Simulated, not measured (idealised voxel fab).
Documented hereafter: the process module known as voxel transistor to metal.
Displayed cross-section: cut, width of 200 nm, square cells sized 5 nm.
A cross-section is a grid of square cells, given in bands from the top down. A band is one or more rows of cells.
Basically the band line says how high the top is and how high the bottom is, in nm, and then what's in it from left to right, every material with its width in nm. Empty space shows up as "empty", and if a single material carries "edge to edge" it runs the full band edge to edge.
Height datum 0, below which the as-received substrate wafer is one material. Lowest band open at the bottom, running downward: "0 and below".
It should be noted that a width expressed as "30->40" varies in equal increments from row to row of cells within the band, taking the value of the first number at the top row and that of the second number at the bottom row.
Reading "left unchanged" for a step: not a cell of the cross-section changed in it.
Voids not open to the top, 8 cells minimum: see "closed voids". Written width x height at distance; distance is from the left edge; nm.
On a step's line, text after the settings is the simulator commenting on that step.
What "overlay nm" on a step's line means: if the step has a mask, that mask lay this far to the right of its planned place, or, when the value is negative, to the left.
Set out below are the planned steps of the process
1. RECEIVE: material Si
2. CONFORMAL_DEP: material SiO2, thk nm 5
3. CONFORMAL_DEP: material SiN, thk nm 10
4. MASKED_ETCH: tone cover, mask id ACTIVE, width nm 115, etch materials SiN, depth nm 10, overlay nm 0
5. MASKED_ETCH: tone cover, mask id ACTIVE, width nm 115, etch materials SiO2, depth nm 5, overlay nm 0
6. MASKED_ETCH: tone cover, mask id ACTIVE, width nm 115, etch materials Si, depth nm 35, overlay nm 0
7. FILL_DEP: material SiO2, thk nm 10
8. CMP: height nm 15
9. SELECTIVE_ETCH: etch materials SiO2, depth nm 10
10. STRIP: etch materials SiN
11. SELECTIVE_ETCH: etch materials SiO2, depth nm 5
12. OXIDIZE: depth nm 5
13. DIRECTIONAL_DEP: material polySi, thk nm 25
14. DIRECTIONAL_DEP: material SiCN, thk nm 15
15. PATTERN: tone cover, mask id GATE, material resist, width nm 35, thk nm 20, overlay nm 0
16. DIRECTIONAL_ETCH: etch materials SiCN, depth nm 25
17. DIRECTIONAL_ETCH: etch materials polySi, depth nm 35
18. STRIP: etch materials resist
19. CONFORMAL_DEP: material SiN, thk nm 5
20. DIRECTIONAL_ETCH: etch materials SiN, depth nm 5
21. DIRECTIONAL_ETCH: etch materials SiO2, depth nm 5
22. EPI: material nSi, thk nm 5
23. FILL_DEP: material SiO2, thk nm 5
24. CMP: height nm 25
25. STRIP: etch materials polySi
26. SELECTIVE_ETCH: etch materials SiO2, depth nm 5
27. CONFORMAL_DEP: material HfO2, thk nm 5
28. CONFORMAL_DEP: material TiN, thk nm 5
29. FILL_DEP: material W, thk nm 5
30. CMP: height nm 20
31. DIRECTIONAL_DEP: material SiO2, thk nm 15
32. DIRECTIONAL_DEP: material aC, thk nm 10
33. PATTERN: tone open, mask id CONTACT, material resist, width nm 15, pitch nm 90, thk nm 25, overlay nm 0
34. DIRECTIONAL_ETCH: etch materials aC, depth nm 10
35. STRIP: etch materials resist
36. DIRECTIONAL_ETCH: etch materials SiO2, depth nm 35
37. STRIP: etch materials aC
38. CONFORMAL_DEP: material TiN, thk nm 5
39. FILL_DEP: material W, thk nm 5
40. CMP: height nm 35
41. CONFORMAL_DEP: material SiCN, thk nm 5
42. DIRECTIONAL_DEP: material SiO2, thk nm 25
43. DIRECTIONAL_DEP: material aC, thk nm 15
44. PATTERN: tone open, mask id METAL_1, material resist, width nm 15, pitch nm 90, thk nm 30, overlay nm 0
45. DIRECTIONAL_ETCH: etch materials aC, depth nm 15
46. STRIP: etch materials resist
47. DIRECTIONAL_ETCH: etch materials SiO2, depth nm 25
48. DIRECTIONAL_ETCH: etch materials SiCN, depth nm 5
49. STRIP: etch materials aC
50. CONFORMAL_DEP: material TiN, thk nm 5
51. FILL_DEP: material Cu, thk nm 5
52. CMP: height nm 55
53. CONFORMAL_DEP: material SiCN, thk nm 5
54. DIRECTIONAL_DEP: material SiO2, thk nm 30
55. PATTERN: tone open, mask id METAL_2, material resist, width nm 15, pitch nm 90, thk nm 20, overlay nm 0
56. DIRECTIONAL_ETCH: etch materials SiO2, depth nm 20
57. STRIP: etch materials resist
58. MASKED_ETCH: tone open, mask id METAL_2_HOLES, width nm 15, pitch nm 90, etch materials SiO2, depth nm 10, overlay nm 0
59. MASKED_ETCH: tone open, mask id METAL_2_HOLES, width nm 15, pitch nm 90, etch materials SiCN, depth nm 5, overlay nm 0
60. CONFORMAL_DEP: material TiN, thk nm 5
61. FILL_DEP: material Ru, thk nm 10
62. CMP: height nm 100
63. CONFORMAL_DEP: material SiCN, thk nm 5
Wafers differ in height nm at step 52; plan lists the first wafer's value; identical starting state.
Cross-section, first of several wafers, as delivered after step 1
0 and below | Si edge to edge
closed voids: none
After the module's final step, step 63: the first of several wafers in cross-section
105 down to 100 | SiCN edge to edge
100 down to 95 | Ru edge to edge
95 down to 90 | TiN=50, then Ru=5, then TiN=85, then Ru=5, then TiN=55
90 down to 60 | SiO2=45, then TiN=5, then Ru=5, then TiN=5, then SiO2=75, then TiN=5, then Ru=5, then TiN=5, then SiO2=50
60 down to 55 | SiCN=45, then TiN=15, then SiCN=75, then TiN=15, then SiCN=50
55 down to 40 | SiO2=45, then TiN=5, then Cu=5, then TiN=5, then SiO2=75, then TiN=5, then Cu=5, then TiN=5, then SiO2=50
40 down to 35 | SiCN=45, then TiN=15, then SiCN=75, then TiN=15, then SiCN=50
35 down to 20 | SiO2=45, then TiN=5, then W=5, then TiN=5, then SiO2=75, then TiN=5, then W=5, then TiN=5, then SiO2=50
20 down to 5 | SiO2=45, then TiN=5, then W=5, then TiN=5, then SiO2=15, then SiN=5, then HfO2=5, then TiN=5, then W=15, then TiN=5, then HfO2=5, then SiN=5, then SiO2=15, then TiN=5, then W=5, then TiN=5, then SiO2=50
5 down to 0 | SiO2=45, then TiN=15, then SiO2=15, then SiN=5, then HfO2=5, then TiN=25, then HfO2=5, then SiN=5, then SiO2=15, then TiN=15, then SiO2=50
0 down to -5 | SiO2=35, then nSi=40, then HfO2=45, then nSi=40, then SiO2=40
-5 down to -35 | SiO2=40, then Si=115, then SiO2=45
-35 and below | Si edge to edge
closed voids: none
Last wafer of the set, cross-sectioned at end of module
105 down to 100 | SiCN edge to edge
100 down to 80 | SiO2=45, then TiN=5, then Ru=5, then TiN=5, then SiO2=75, then TiN=5, then Ru=5, then TiN=5, then SiO2=50
80 down to 75 | SiCN=45, then TiN=15, then SiCN=75, then TiN=15, then SiCN=50
75 down to 70 | Cu edge to edge
70 down to 65 | TiN=50, then Cu=5, then TiN=85, then Cu=5, then TiN=55
65 down to 40 | SiO2=45, then TiN=5, then Cu=5, then TiN=5, then SiO2=75, then TiN=5, then Cu=5, then TiN=5, then SiO2=50
40 down to 35 | SiCN=45, then TiN=15, then SiCN=75, then TiN=15, then SiCN=50
35 down to 20 | SiO2=45, then TiN=5, then W=5, then TiN=5, then SiO2=75, then TiN=5, then W=5, then TiN=5, then SiO2=50
20 down to 5 | SiO2=45, then TiN=5, then W=5, then TiN=5, then SiO2=15, then SiN=5, then HfO2=5, then TiN=5, then W=15, then TiN=5, then HfO2=5, then SiN=5, then SiO2=15, then TiN=5, then W=5, then TiN=5, then SiO2=50
5 down to 0 | SiO2=45, then TiN=15, then SiO2=15, then SiN=5, then HfO2=5, then TiN=25, then HfO2=5, then SiN=5, then SiO2=15, then TiN=15, then SiO2=50
0 down to -5 | SiO2=35, then nSi=40, then HfO2=45, then nSi=40, then SiO2=40
-5 down to -35 | SiO2=40, then Si=115, then SiO2=45
-35 and below | Si edge to edge
closed voids: none
Note: the following table is arranged by wafer, a row apiece. Each row reports the end-of-module state: per material, cells gained (+) or cells lost (-) compared with the wafer as received; closed voids follow
height nm 55, +6 Cu, +17 HfO2, +54 Ru, -142 Si, +108 SiCN, +8 SiN, +625 SiO2, +127 TiN, +21 W, +16 nSi, closed voids: none
height nm 60, +8 Cu, +17 HfO2, +14 Ru, -142 Si, +108 SiCN, +8 SiN, +659 SiO2, +131 TiN, +21 W, +16 nSi, closed voids: none
height nm 65, +10 Cu, +17 HfO2, +12 Ru, -142 Si, +108 SiCN, +8 SiN, +693 SiO2, +97 TiN, +21 W, +16 nSi, closed voids: none
height nm 70, +12 Cu, +17 HfO2, +10 Ru, -142 Si, +108 SiCN, +8 SiN, +659 SiO2, +131 TiN, +21 W, +16 nSi, closed voids: none
height nm 75, +52 Cu, +17 HfO2, +8 Ru, -142 Si, +108 SiCN, +8 SiN, +625 SiO2, +127 TiN, +21 W, +16 nSi, closed voids: none
